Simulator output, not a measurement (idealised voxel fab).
This is a process module. Its name is voxel transistor to metal.
For reference, the cross-section in this document is cut, with width 205 nm and square cells of 5 nm.
Format of a cross-section: grid, square cells. Given as bands. Order: top down. Band: one or more rows of cells. Top, bottom (nm), then materials left to right with widths (nm); lone material tagged "all across" fills the whole band edge to edge; "empty" = empty space. Heights are expressed relative to 0, this being the level below which the as-received wafer comprises one material exclusively. The lowest band is unbounded in the downward direction and is denoted as in "z 0 and below". Top row gets the first number, bottom row gets the second, and each row in between changes by the same step: that is how a band width like "30..40" works. Any step labelled "changes: none" changed none of the cells in the cross-section. Under "Unvented voids" you'll find the enclosed gaps, the ones with no way out to the top, that are 8 cells or bigger; each reads width x height at distance, with distance counted from the left edge, everything in nm. Note: text after step settings on the step line = simulator remark on that step. The line of a step may include "overlay nm". On a step with a mask, this value is how far to the right of its planned place the mask lay. A negative value means the mask lay to the left.

**Process steps - plan**
1: RECEIVE,material Si
2: CONFORMAL_DEP,material SiO2,thk nm 5
3: CONFORMAL_DEP,material SiN,thk nm 15
4: MASKED_ETCH,tone cover,mask id ACTIVE,width nm 90,etch materials SiN,depth nm 15,overlay nm 0
5: MASKED_ETCH,tone cover,mask id ACTIVE,width nm 90,etch materials SiO2,depth nm 5,overlay nm 0
6: MASKED_ETCH,tone cover,mask id ACTIVE,width nm 90,etch materials Si,depth nm 35,overlay nm 0
7: OXIDIZE,depth nm 5
8: FILL_DEP,material SiO2,thk nm 5
9: CMP,height nm 20
10: SELECTIVE_ETCH,etch materials SiO2,depth nm 5
11: STRIP,etch materials SiN
12: SELECTIVE_ETCH,etch materials SiO2,depth nm 5
13: OXIDIZE,depth nm 5
14: DIRECTIONAL_DEP,material polySi,thk nm 20
15: DIRECTIONAL_DEP,material SiCN,thk nm 10
16: DIRECTIONAL_DEP,material aC,thk nm 10
17: PATTERN,tone cover,mask id GATE,material resist,width nm 20,thk nm 30,overlay nm 0
18: DIRECTIONAL_ETCH,etch materials aC,depth nm 10
19: STRIP,etch materials resist
20: DIRECTIONAL_ETCH,etch materials SiCN,depth nm 20
21: DIRECTIONAL_ETCH,etch materials polySi,depth nm 30
22: STRIP,etch materials aC
23: CONFORMAL_DEP,material SiN,thk nm 10
24: DIRECTIONAL_ETCH,etch materials SiN,depth nm 10
25: DIRECTIONAL_ETCH,etch materials SiO2,depth nm 5
26: DIRECTIONAL_ETCH,etch materials Si,depth nm 5
27: EPI,material pSi,thk nm 10
28: FILL_DEP,material SiO2,thk nm 5
29: CMP,height nm 30
30: DIRECTIONAL_DEP,material SiO2,thk nm 15
31: MASKED_ETCH,tone open,mask id CONTACT,width nm 15,pitch nm 65,etch materials SiO2,depth nm 45,overlay nm 0
32: CONFORMAL_DEP,material TiN,thk nm 5
33: FILL_DEP,material W,thk nm 10
34: CMP,height nm 45
35: CONFORMAL_DEP,material SiCN,thk nm 5
36: DIRECTIONAL_DEP,material lowk,thk nm 15
37: MASKED_ETCH,tone open,mask id METAL_1,width nm 15,pitch nm 65,etch materials lowk,depth nm 15,overlay nm 0
38: MASKED_ETCH,tone open,mask id METAL_1,width nm 15,pitch nm 65,etch materials SiCN,depth nm 5,overlay nm 0
39: CONFORMAL_DEP,material TiN,thk nm 5
40: FILL_DEP,material Ru,thk nm 10
41: CMP,height nm 65
42: CONFORMAL_DEP,material SiN,thk nm 5

**This is the cross-section of the wafer as we received it, i.e. after step 1**
	z 0 and below = Si all across
	Unvented voids: none

**First of two wafers at the end of the module, shown in cross-section; run carried out as planned**
	z 70 to 65 = SiN all across
	z 65 to 50 = 60 nm lowk  5 nm TiN  5 nm Ru  5 nm TiN  50 nm lowk  5 nm TiN  5 nm Ru  5 nm TiN  65 nm lowk
	z 50 to 45 = 60 nm SiCN  15 nm TiN  50 nm SiCN  15 nm TiN  65 nm SiCN
	z 45 to 30 = 60 nm SiO2  5 nm TiN  5 nm W  5 nm TiN  50 nm SiO2  5 nm TiN  5 nm W  5 nm TiN  65 nm SiO2
	z 30 to 20 = 60 nm SiO2  5 nm TiN  5 nm W  5 nm TiN  5 nm SiO2  10 nm SiN  20 nm SiCN  10 nm SiN  5 nm SiO2  5 nm TiN  5 nm W  5 nm TiN  65 nm SiO2
	z 20 to 10 = 60 nm SiO2  5 nm TiN  5 nm W  5 nm TiN  5 nm SiO2  10 nm SiN  20 nm polySi  10 nm SiN  5 nm SiO2  5 nm TiN  5 nm W  5 nm TiN  65 nm SiO2
	z 10 to 5 = 50 nm SiO2  10 nm SiN  15 nm TiN  5 nm SiO2  10 nm SiN  20 nm polySi  10 nm SiN  5 nm SiO2  15 nm TiN  10 nm SiN  55 nm SiO2
	z 5 to 0 = 50 nm SiO2  10 nm SiN  10 nm TiN  10 nm pSi  10 nm SiN  20 nm polySi  10 nm SiN  10 nm pSi  10 nm TiN  10 nm SiN  55 nm SiO2
	z 0 to -5 = 60 nm SiO2  20 nm pSi  40 nm SiO2  20 nm pSi  65 nm SiO2
	z -5 to -10 = 60 nm SiO2  20 nm pSi  40 nm Si  20 nm pSi  65 nm SiO2
	z -10 to -40 = 60 nm SiO2  80 nm Si  65 nm SiO2
	z -40 and below = Si all across
	Unvented voids: none

**Second wafer cross-section at end of module - shared start and plan with the first, one mistake in the run**
	z 70 to 65 = SiN all across
	z 65 to 50 = 60 nm lowk  5 nm TiN  5 nm Ru  5 nm TiN  50 nm lowk  5 nm TiN  5 nm Ru  5 nm TiN  65 nm lowk
	z 50 to 45 = 60 nm SiCN  15 nm TiN  50 nm SiCN  15 nm TiN  65 nm SiCN
	z 45 to 30 = 60 nm SiO2  5 nm TiN  5 nm W  5 nm TiN  50 nm SiO2  5 nm TiN  5 nm W  5 nm TiN  65 nm SiO2
	z 30 to 25 = 60 nm SiO2  5 nm TiN  5 nm W  5 nm TiN  5 nm SiO2  10 nm SiN  20 nm SiCN  10 nm SiN  5 nm SiO2  5 nm TiN  5 nm W  5 nm TiN  65 nm SiO2
	z 25 to 15 = 60 nm SiO2  5 nm TiN  5 nm W  5 nm TiN  5 nm SiO2  10 nm SiN  20 nm polySi  10 nm SiN  5 nm SiO2  5 nm TiN  5 nm W  5 nm TiN  65 nm SiO2
	z 15 to 10 = 60 nm SiO2  15 nm TiN  5 nm SiO2  10 nm SiN  20 nm polySi  10 nm SiN  5 nm SiO2  15 nm TiN  65 nm SiO2
	z 10 to 5 = 55 nm SiO2  10 nm SiN  15 nm pSi  10 nm SiN  20 nm polySi  10 nm SiN  15 nm pSi  10 nm SiN  60 nm SiO2
	z 5 to 0 = 65 nm SiO2  15 nm pSi  40 nm SiO2  15 nm pSi  70 nm SiO2
	z 0 to -5 = 60 nm SiO2  5 nm Si  15 nm pSi  40 nm Si  15 nm pSi  5 nm Si  65 nm SiO2
	z -5 to -40 = 60 nm SiO2  80 nm Si  65 nm SiO2
	z -40 and below = Si all across
	Unvented voids: none
What broke from the plan during processing? deviation from plan: step 12 and step 11 executed in one another's positions
Final comparison by cell count, materials where the second wafer has more or fewer than the first: 18 more of Si; 4 fewer of SiCN; 8 fewer of SiN; 6 more of SiO2; 8 fewer of TiN; 2 fewer of W; 2 fewer of pSi
